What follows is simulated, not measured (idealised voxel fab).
Process module in this document: voxel transistor to metal
This is section cut - it's 185 nm across, gridded in 5 nm square cells.
We lay out every cross-section as a grid of square cells and spell it out in bands from the top down, where one band means one or more rows of cells. A band entry consists of two parts. The first gives the height of the band's top and the height of its bottom, in nm. The rest lists the band's materials from left to right, each with its width in nm. A single material labelled with the word "edge to edge" fills the band from edge to edge, and the word "empty" marks empty space. A quick word on heights: they are counted from 0, and under that level the wafer as it came to us is one material throughout. The lowest band is different from the rest in having no bottom; it simply continues downward, written as in "z 0 and below". The width entry "30..40" should be interpreted row by row: the top row of cells in the band takes the first number, the bottom row takes the second number, and the change between adjacent rows is uniform throughout. Where a step carries "everything unchanged", the cross-section came out of it unchanged, cell for cell. What "Voids lacking openings" gives you is every empty space of 8 cells or more that is cut off from the top. Each appears as width x height at distance, with the distance taken from the left edge and width, height and distance all in nm. The remark found on a step's line after its settings is issued by the simulator itself and pertains to that step. "overlay nm" answers the question of how far to the right of plan the mask lay on a step that has a mask, and when it is negative the answer is to the left.
-- Steps planned for the process
1: RECEIVE (material Si)
2: OXIDIZE (depth nm 5)
3: CONFORMAL_DEP (material SiN; thk nm 10)
4: MASKED_ETCH (tone cover; mask id ACTIVE; width nm 105; etch materials SiN; depth nm 10; overlay nm 0)
5: MASKED_ETCH (tone cover; mask id ACTIVE; width nm 105; etch materials SiO2; depth nm 5; overlay nm 0)
6: MASKED_ETCH (tone cover; mask id ACTIVE; width nm 105; etch materials Si; depth nm 35; overlay nm 0)
7: FILL_DEP (material SiO2; thk nm 10)
8: CMP (height nm 10)
9: SELECTIVE_ETCH (etch materials SiO2; depth nm 10)
10: STRIP (etch materials SiN)
11: SELECTIVE_ETCH (etch materials SiO2; depth nm 5)
12: OXIDIZE (depth nm 5)
13: DIRECTIONAL_DEP (material polySi; thk nm 25)
14: DIRECTIONAL_DEP (material SiCN; thk nm 10)
15: MASKED_ETCH (tone cover; mask id GATE; width nm 15; etch materials SiCN; depth nm 20; overlay nm 0)
16: MASKED_ETCH (tone cover; mask id GATE; width nm 15; etch materials polySi; depth nm 35; overlay nm 0)
17: CONFORMAL_DEP (material SiO2; thk nm 5)
18: DIRECTIONAL_ETCH (etch materials SiO2; depth nm 5)
19: CONFORMAL_DEP (material SiN; thk nm 10)
20: DIRECTIONAL_ETCH (etch materials SiN; depth nm 10)
21: DIRECTIONAL_ETCH (etch materials SiO2; depth nm 5)
22: EPI (material SiGe; thk nm 5)
23: FILL_DEP (material SiO2; thk nm 10)
24: CMP (height nm 30)
25: DIRECTIONAL_DEP (material SiO2; thk nm 10)
26: DIRECTIONAL_DEP (material aC; thk nm 10)
27: PATTERN (tone open; mask id CONTACT; material resist; width nm 35; pitch nm 60; thk nm 25; overlay nm 0)
28: DIRECTIONAL_ETCH (etch materials aC; depth nm 10)
29: STRIP (etch materials resist)
30: DIRECTIONAL_ETCH (etch materials SiO2; depth nm 45)
31: STRIP (etch materials aC)
32: CONFORMAL_DEP (material TiN; thk nm 5)
33: FILL_DEP (material Ru; thk nm 10)
34: CMP (height nm 40)
35: CONFORMAL_DEP (material SiN; thk nm 5)
36: DIRECTIONAL_DEP (material SiO2; thk nm 15)
37: MASKED_ETCH (tone open; mask id METAL_1; width nm 20; pitch nm 75; etch materials SiO2; depth nm 15; overlay nm 0)
38: MASKED_ETCH (tone open; mask id METAL_1; width nm 20; pitch nm 75; etch materials SiN; depth nm 5; overlay nm 0)
39: CONFORMAL_DEP (material TiN; thk nm 5)
40: FILL_DEP (material Ru; thk nm 10)
41: CMP (height nm 60)
42: CONFORMAL_DEP (material SiCN; thk nm 5)
43: DIRECTIONAL_DEP (material SiO2; thk nm 30)
44: MASKED_ETCH (tone open; mask id METAL_2; width nm 20; pitch nm 75; etch materials SiO2; depth nm 15; overlay nm 0)
45: PATTERN (tone open; mask id METAL_2_HOLES; material resist; width nm 15; pitch nm 75; thk nm 20; overlay nm 0)
46: DIRECTIONAL_ETCH (etch materials SiO2; depth nm 15)
47: DIRECTIONAL_ETCH (etch materials SiCN; depth nm 5)
48: STRIP (etch materials resist)
49: CONFORMAL_DEP (material TiN; thk nm 5)
50: FILL_DEP (material Ru; thk nm 5)
51: CMP (height nm 95)
52: CONFORMAL_DEP (material SiN; thk nm 5)
-- First of two wafers - as planned
-- The cross-section here shows the wafer as received, i.e. in its state after step 1
	z 0 and below | Si edge to edge
	Voids lacking openings: none
-- Cross-section of the wafer subsequent to step 2
	z 0 to -5 | SiO2 edge to edge
	Below -5 it's all the same as before, nothing changed down there.
-- Cross-section of the wafer subsequent to step 3
	z 10 to 0 | SiN edge to edge
	Below 0 it's all the same as before, nothing changed down there.
-- Cross-section of the wafer subsequent to step 4
	z 10 to 0 | empty=40, SiN=105, empty=40
	Below 0 it's all the same as before, nothing changed down there.
-- Cross-section of the wafer subsequent to step 5
	z 10 to 0 | empty=40, SiN=105, empty=40
	z 0 to -5 | empty=40, SiO2=105, empty=40
	Below -5 it's all the same as before, nothing changed down there.
-- Cross-section of the wafer subsequent to step 6
	z 10 to 0 | empty=40, SiN=105, empty=40
	z 0 to -5 | empty=40, SiO2=105, empty=40
	z -5 to -40 | empty=40, Si=105, empty=40
	Below -40 it's all the same as before, nothing changed down there.
-- Cross-section of the wafer subsequent to step 7
	z 20 to 10 | SiO2 edge to edge
	z 10 to 0 | SiO2=40, SiN=105, SiO2=40
	z 0 to -5 | SiO2 edge to edge
	z -5 to -40 | SiO2=40, Si=105, SiO2=40
	Below -40 it's all the same as before, nothing changed down there.
-- Cross-section of the wafer subsequent to step 8
	z 10 to 0 | SiO2=40, SiN=105, SiO2=40
	Below 0 it's all the same as before, nothing changed down there.
-- Cross-section of the wafer subsequent to step 9
	z 10 to 0 | empty=40, SiN=105, empty=40
	Below 0 it's all the same as before, nothing changed down there.
-- Cross-section of the wafer subsequent to step 10
	z 0 to -5 | SiO2 edge to edge
	Below -5 it's all the same as before, nothing changed down there.
-- Cross-section of the wafer subsequent to step 11
	z -5 to -40 | SiO2=40, Si=105, SiO2=40
	Below -40 it's all the same as before, nothing changed down there.
-- Cross-section of the wafer subsequent to step 12
	z -5 to -10 | SiO2 edge to edge
	Below -10 it's all the same as before, nothing changed down there.
-- Cross-section of the wafer subsequent to step 13
	z 20 to -5 | polySi edge to edge
	Below -5 it's all the same as before, nothing changed down there.
-- Cross-section of the wafer subsequent to step 14
	z 30 to 20 | SiCN edge to edge
	Below 20 it's all the same as before, nothing changed down there.
-- Cross-section of the wafer subsequent to step 15
	z 30 to 20 | empty=85, SiCN=15, empty=85
	Below 20 it's all the same as before, nothing changed down there.
-- Cross-section of the wafer subsequent to step 16
	z 30 to 20 | empty=85, SiCN=15, empty=85
	z 20 to -5 | empty=85, polySi=15, empty=85
	Below -5 it's all the same as before, nothing changed down there.
-- Cross-section of the wafer subsequent to step 17
	z 35 to 30 | empty=80, SiO2=25, empty=80
	z 30 to 20 | empty=80, SiO2=5, SiCN=15, SiO2=5, empty=80
	z 20 to 0 | empty=80, SiO2=5, polySi=15, SiO2=5, empty=80
	z 0 to -5 | SiO2=85, polySi=15, SiO2=85
	Below -5 it's all the same as before, nothing changed down there.
-- Cross-section of the wafer subsequent to step 18
	z 30 to 20 | empty=80, SiO2=5, SiCN=15, SiO2=5, empty=80
	z 20 to -5 | empty=80, SiO2=5, polySi=15, SiO2=5, empty=80
	Below -5 it's all the same as before, nothing changed down there.
-- Cross-section of the wafer subsequent to step 19
	z 40 to 30 | empty=70, SiN=45, empty=70
	z 30 to 20 | empty=70, SiN=10, SiO2=5, SiCN=15, SiO2=5, SiN=10, empty=70
	z 20 to 5 | empty=70, SiN=10, SiO2=5, polySi=15, SiO2=5, SiN=10, empty=70
	z 5 to -5 | SiN=80, SiO2=5, polySi=15, SiO2=5, SiN=80
	Below -5 it's all the same as before, nothing changed down there.
-- Cross-section of the wafer subsequent to step 20
	z 30 to 20 | empty=70, SiN=10, SiO2=5, SiCN=15, SiO2=5, SiN=10, empty=70
	z 20 to -5 | empty=70, SiN=10, SiO2=5, polySi=15, SiO2=5, SiN=10, empty=70
	Below -5 it's all the same as before, nothing changed down there.
-- Cross-section of the wafer subsequent to step 21
	z 30 to 25 | empty=70, SiN=10, empty=5, SiCN=15, empty=5, SiN=10, empty=70
	z 25 to 20 | empty=70, SiN=10, SiO2=5, SiCN=15, SiO2=5, SiN=10, empty=70
	z 20 to -5 | empty=70, SiN=10, SiO2=5, polySi=15, SiO2=5, SiN=10, empty=70
	z -5 to -10 | empty=70, SiO2=45, empty=70
	Below -10 it's all the same as before, nothing changed down there.
-- Cross-section of the wafer subsequent to step 22
	z 30 to 25 | empty=70, SiN=10, empty=5, SiCN=15, empty=5, SiN=10, empty=70
	z 25 to 20 | empty=70, SiN=10, SiO2=5, SiCN=15, SiO2=5, SiN=10, empty=70
	z 20 to -5 | empty=70, SiN=10, SiO2=5, polySi=15, SiO2=5, SiN=10, empty=70
	z -5 to -10 | empty=35, SiGe=35, SiO2=45, SiGe=35, empty=35
	Below -10 it's all the same as before, nothing changed down there.
-- Cross-section of the wafer subsequent to step 23
	z 40 to 30 | SiO2 edge to edge
	z 30 to 20 | SiO2=70, SiN=10, SiO2=5, SiCN=15, SiO2=5, SiN=10, SiO2=70
	z 20 to -5 | SiO2=70, SiN=10, SiO2=5, polySi=15, SiO2=5, SiN=10, SiO2=70
	z -5 to -10 | SiO2=35, SiGe=35, SiO2=45, SiGe=35, SiO2=35
	Below -10 it's all the same as before, nothing changed down there.
-- Cross-section of the wafer subsequent to step 24
	z 30 to 20 | SiO2=70, SiN=10, SiO2=5, SiCN=15, SiO2=5, SiN=10, SiO2=70
	Below 20 it's all the same as before, nothing changed down there.
-- Cross-section of the wafer subsequent to step 25
	z 40 to 30 | SiO2 edge to edge
	Below 30 it's all the same as before, nothing changed down there.
-- Cross-section of the wafer subsequent to step 26
	z 50 to 40 | aC edge to edge
	Below 40 it's all the same as before, nothing changed down there.
-- Cross-section of the wafer subsequent to step 27
	z 75 to 50 | resist=45, empty=35, resist=25, empty=35, resist=45
	Below 50 it's all the same as before, nothing changed down there.
-- Cross-section of the wafer subsequent to step 28
	z 65 to 50 | resist=45, empty=35, resist=25, empty=35, resist=45
	z 50 to 40 | aC=45, empty=35, aC=25, empty=35, aC=45
	Below 40 it's all the same as before, nothing changed down there.
-- Cross-section of the wafer subsequent to step 29
	z 50 to 40 | aC=45, empty=35, aC=25, empty=35, aC=45
	Below 40 it's all the same as before, nothing changed down there.
-- Cross-section of the wafer subsequent to step 30
	z 50 to 40 | aC=45, empty=35, aC=25, empty=35, aC=45
	z 40 to 30 | SiO2=45, empty=35, SiO2=25, empty=35, SiO2=45
	z 30 to 20 | SiO2=45, empty=25, SiN=10, SiO2=5, SiCN=15, SiO2=5, SiN=10, empty=25, SiO2=45
	z 20 to -5 | SiO2=45, empty=25, SiN=10, SiO2=5, polySi=15, SiO2=5, SiN=10, empty=25, SiO2=45
	Below -5 it's all the same as before, nothing changed down there.
-- Cross-section of the wafer subsequent to step 31
	z 40 to 30 | SiO2=45, empty=35, SiO2=25, empty=35, SiO2=45
	Below 30 it's all the same as before, nothing changed down there.
-- Cross-section of the wafer subsequent to step 32
	z 45 to 40 | TiN=50, empty=25, TiN=35, empty=25, TiN=50
	z 40 to 30 | SiO2=45, TiN=5, empty=25..15, TiN=5..15, SiO2=25, TiN=5..15, empty=25..15, TiN=5, SiO2=45
	z 30 to 20 | SiO2=45, TiN=5, empty=15, TiN=5, SiN=10, SiO2=5, SiCN=15, SiO2=5, SiN=10, TiN=5, empty=15, TiN=5, SiO2=45
	z 20 to 0 | SiO2=45, TiN=5, empty=15, TiN=5, SiN=10, SiO2=5, polySi=15, SiO2=5, SiN=10, TiN=5, empty=15, TiN=5, SiO2=45
	z 0 to -5 | SiO2=45, TiN=25, SiN=10, SiO2=5, polySi=15, SiO2=5, SiN=10, TiN=25, SiO2=45
	Below -5 it's all the same as before, nothing changed down there.
-- Cross-section of the wafer subsequent to step 33
	z 55 to 45 | Ru edge to edge
	z 45 to 40 | TiN=50, Ru=25, TiN=35, Ru=25, TiN=50
	z 40 to 30 | SiO2=45, TiN=5, Ru=25..15, TiN=5..15, SiO2=25, TiN=5..15, Ru=25..15, TiN=5, SiO2=45
	z 30 to 20 | SiO2=45, TiN=5, Ru=15, TiN=5, SiN=10, SiO2=5, SiCN=15, SiO2=5, SiN=10, TiN=5, Ru=15, TiN=5, SiO2=45
	z 20 to 0 | SiO2=45, TiN=5, Ru=15, TiN=5, SiN=10, SiO2=5, polySi=15, SiO2=5, SiN=10, TiN=5, Ru=15, TiN=5, SiO2=45
	Below 0 it's all the same as before, nothing changed down there.
-- Cross-section of the wafer subsequent to step 34
	z 40 to 30 | SiO2=45, TiN=5, Ru=25..15, TiN=5..15, SiO2=25, TiN=5..15, Ru=25..15, TiN=5, SiO2=45
	Below 30 it's all the same as before, nothing changed down there.
-- Cross-section of the wafer subsequent to step 35
	z 45 to 40 | SiN edge to edge
	Below 40 it's all the same as before, nothing changed down there.
-- Cross-section of the wafer subsequent to step 36
	z 60 to 45 | SiO2 edge to edge
	Below 45 it's all the same as before, nothing changed down there.
-- Cross-section of the wafer subsequent to step 37
	z 60 to 45 | SiO2=45, empty=20, SiO2=55, empty=20, SiO2=45
	Below 45 it's all the same as before, nothing changed down there.
-- Cross-section of the wafer subsequent to step 38
	z 60 to 45 | SiO2=45, empty=20, SiO2=55, empty=20, SiO2=45
	z 45 to 40 | SiN=45, empty=20, SiN=55, empty=20, SiN=45
	Below 40 it's all the same as before, nothing changed down there.
-- Cross-section of the wafer subsequent to step 39
	z 65 to 60 | TiN=50, empty=10, TiN=65, empty=10, TiN=50
	z 60 to 45 | SiO2=45, TiN=5, empty=10, TiN=5, SiO2=55, TiN=5, empty=10, TiN=5, SiO2=45
	z 45 to 40 | SiN=45, TiN=20, SiN=55, TiN=20, SiN=45
	Below 40 it's all the same as before, nothing changed down there.
-- Cross-section of the wafer subsequent to step 40
	z 75 to 65 | Ru edge to edge
	z 65 to 60 | TiN=50, Ru=10, TiN=65, Ru=10, TiN=50
	z 60 to 45 | SiO2=45, TiN=5, Ru=10, TiN=5, SiO2=55, TiN=5, Ru=10, TiN=5, SiO2=45
	Below 45 it's all the same as before, nothing changed down there.
-- Cross-section of the wafer subsequent to step 41
	z 60 to 45 | SiO2=45, TiN=5, Ru=10, TiN=5, SiO2=55, TiN=5, Ru=10, TiN=5, SiO2=45
	Below 45 it's all the same as before, nothing changed down there.
-- Cross-section of the wafer subsequent to step 42
	z 65 to 60 | SiCN edge to edge
	Below 60 it's all the same as before, nothing changed down there.
-- Cross-section of the wafer subsequent to step 43
	z 95 to 65 | SiO2 edge to edge
	Below 65 it's all the same as before, nothing changed down there.
-- Cross-section of the wafer subsequent to step 44
	z 95 to 80 | SiO2=45, empty=20, SiO2=55, empty=20, SiO2=45
	Below 80 it's all the same as before, nothing changed down there.
-- Cross-section of the wafer subsequent to step 45
	z 115 to 95 | resist=45, empty=15, resist=60, empty=15, resist=50
	z 95 to 80 | SiO2=45, empty=15, resist=5, SiO2=55, empty=15, resist=5, SiO2=45
	Below 80 it's all the same as before, nothing changed down there.
-- Cross-section of the wafer subsequent to step 46
	z 115 to 95 | resist=45, empty=15, resist=60, empty=15, resist=50
	z 95 to 80 | SiO2=45, empty=15, resist=5, SiO2=55, empty=15, resist=5, SiO2=45
	z 80 to 65 | SiO2=45, empty=15, SiO2=60, empty=15, SiO2=50
	Below 65 it's all the same as before, nothing changed down there.
-- Cross-section of the wafer subsequent to step 47
	z 115 to 95 | resist=45, empty=15, resist=60, empty=15, resist=50
	z 95 to 80 | SiO2=45, empty=15, resist=5, SiO2=55, empty=15, resist=5, SiO2=45
	z 80 to 65 | SiO2=45, empty=15, SiO2=60, empty=15, SiO2=50
	z 65 to 60 | SiCN=45, empty=15, SiCN=60, empty=15, SiCN=50
	Below 60 it's all the same as before, nothing changed down there.
-- Cross-section of the wafer subsequent to step 48
	z 95 to 80 | SiO2=45, empty=20, SiO2=55, empty=20, SiO2=45
	Below 80 it's all the same as before, nothing changed down there.
-- Cross-section of the wafer subsequent to step 49
	z 100 to 95 | TiN=50, empty=10, TiN=65, empty=10, TiN=50
	z 95 to 85 | SiO2=45, TiN=5, empty=10, TiN=5, SiO2=55, TiN=5, empty=10, TiN=5, SiO2=45
	z 85 to 80 | SiO2=45, TiN=5, empty=5, TiN=10, SiO2=55, TiN=5, empty=5, TiN=10, SiO2=45
	z 80 to 65 | SiO2=45, TiN=5, empty=5, TiN=5, SiO2=60, TiN=5, empty=5, TiN=5, SiO2=50
	z 65 to 60 | SiCN=45, TiN=15, SiCN=60, TiN=15, SiCN=50
	Below 60 it's all the same as before, nothing changed down there.
-- Cross-section of the wafer subsequent to step 50
	z 105 to 100 | Ru edge to edge
	z 100 to 95 | TiN=50, Ru=10, TiN=65, Ru=10, TiN=50
	z 95 to 85 | SiO2=45, TiN=5, Ru=10, TiN=5, SiO2=55, TiN=5, Ru=10, TiN=5, SiO2=45
	z 85 to 80 | SiO2=45, TiN=5, Ru=5, TiN=10, SiO2=55, TiN=5, Ru=5, TiN=10, SiO2=45
	z 80 to 65 | SiO2=45, TiN=5, Ru=5, TiN=5, SiO2=60, TiN=5, Ru=5, TiN=5, SiO2=50
	Below 65 it's all the same as before, nothing changed down there.
-- Cross-section of the wafer subsequent to step 51
	z 95 to 85 | SiO2=45, TiN=5, Ru=10, TiN=5, SiO2=55, TiN=5, Ru=10, TiN=5, SiO2=45
	Below 85 it's all the same as before, nothing changed down there.
-- Cross-section of the wafer subsequent to step 52
	z 100 to 95 | SiN edge to edge
	Below 95 it's all the same as before, nothing changed down there.
-- Second wafer: same start and same plan as the first, one execution error; identical to the first through step 43
-- Here is the second wafer in cross-section at the point where step 44 of the plan should have been done
	z 95 to 80 | SiO2=50, empty=15, SiO2=60, empty=15, SiO2=45
	Below 80 it's all the same as before, nothing changed down there.
-- Here is the second wafer in cross-section at the point where step 45 of the plan should have been done
	z 115 to 95 | resist=45, empty=15, resist=60, empty=15, resist=50
	z 95 to 80 | SiO2=50, empty=10, resist=5, SiO2=60, empty=10, resist=5, SiO2=45
	Below 80 it's all the same as before, nothing changed down there.
-- Here is the second wafer in cross-section at the point where step 46 of the plan should have been done
	z 115 to 95 | resist=45, empty=15, resist=60, empty=15, resist=50
	z 95 to 80 | SiO2=45, empty=15, resist=5, SiO2=55, empty=15, resist=5, SiO2=45
	z 80 to 65 | SiO2=50, empty=10, SiO2=65, empty=10, SiO2=50
	Below 65 it's all the same as before, nothing changed down there.
-- Here is the second wafer in cross-section at the point where step 47 of the plan should have been done
	z 115 to 95 | resist=45, empty=15, resist=60, empty=15, resist=50
	z 95 to 80 | SiO2=45, empty=15, resist=5, SiO2=55, empty=15, resist=5, SiO2=45
	z 80 to 65 | SiO2=50, empty=10, SiO2=65, empty=10, SiO2=50
	z 65 to 60 | SiCN=50, empty=10, SiCN=65, empty=10, SiCN=50
	Below 60 it's all the same as before, nothing changed down there.
-- Here is the second wafer in cross-section at the point where step 48 of the plan should have been done
	z 95 to 80 | SiO2=45, empty=20, SiO2=55, empty=20, SiO2=45
	Below 80 it's all the same as before, nothing changed down there.
-- Here is the second wafer in cross-section at the point where step 49 of the plan should have been done
	z 100 to 95 | TiN=50, empty=10, TiN=65, empty=10, TiN=50
	z 95 to 85 | SiO2=45, TiN=5, empty=10, TiN=5, SiO2=55, TiN=5, empty=10, TiN=5, SiO2=45
	z 85 to 80 | SiO2=45, TiN=20, SiO2=55, TiN=20, SiO2=45
	z 80 to 65 | SiO2=50, TiN=10, SiO2=65, TiN=10, SiO2=50
	z 65 to 60 | SiCN=50, TiN=10, SiCN=65, TiN=10, SiCN=50
	Below 60 it's all the same as before, nothing changed down there.
-- Here is the second wafer in cross-section at the point where step 50 of the plan should have been done
	z 105 to 100 | Ru edge to edge
	z 100 to 95 | TiN=50, Ru=10, TiN=65, Ru=10, TiN=50
	z 95 to 85 | SiO2=45, TiN=5, Ru=10, TiN=5, SiO2=55, TiN=5, Ru=10, TiN=5, SiO2=45
	Below 85 it's all the same as before, nothing changed down there.
-- Here is the second wafer in cross-section at the point where step 51 of the plan should have been done
	z 95 to 85 | SiO2=45, TiN=5, Ru=10, TiN=5, SiO2=55, TiN=5, Ru=10, TiN=5, SiO2=45
	Below 85 it's all the same as before, nothing changed down there.
-- Here is the second wafer in cross-section at the point where step 52 of the plan should have been done
	z 100 to 95 | SiN edge to edge
	Below 95 it's all the same as before, nothing changed down there.
Here's what went sideways: step 44 was not run as planned; what actually ran was MASKED_ETCH (tone open; mask id METAL_2; width nm 15; pitch nm 75; etch materials SiO2; depth nm 15; overlay nm 0)
Final tally in cells, some materials are higher or lower on the second wafer than on the first: Ru -8 | SiCN +2 | SiO2 +6
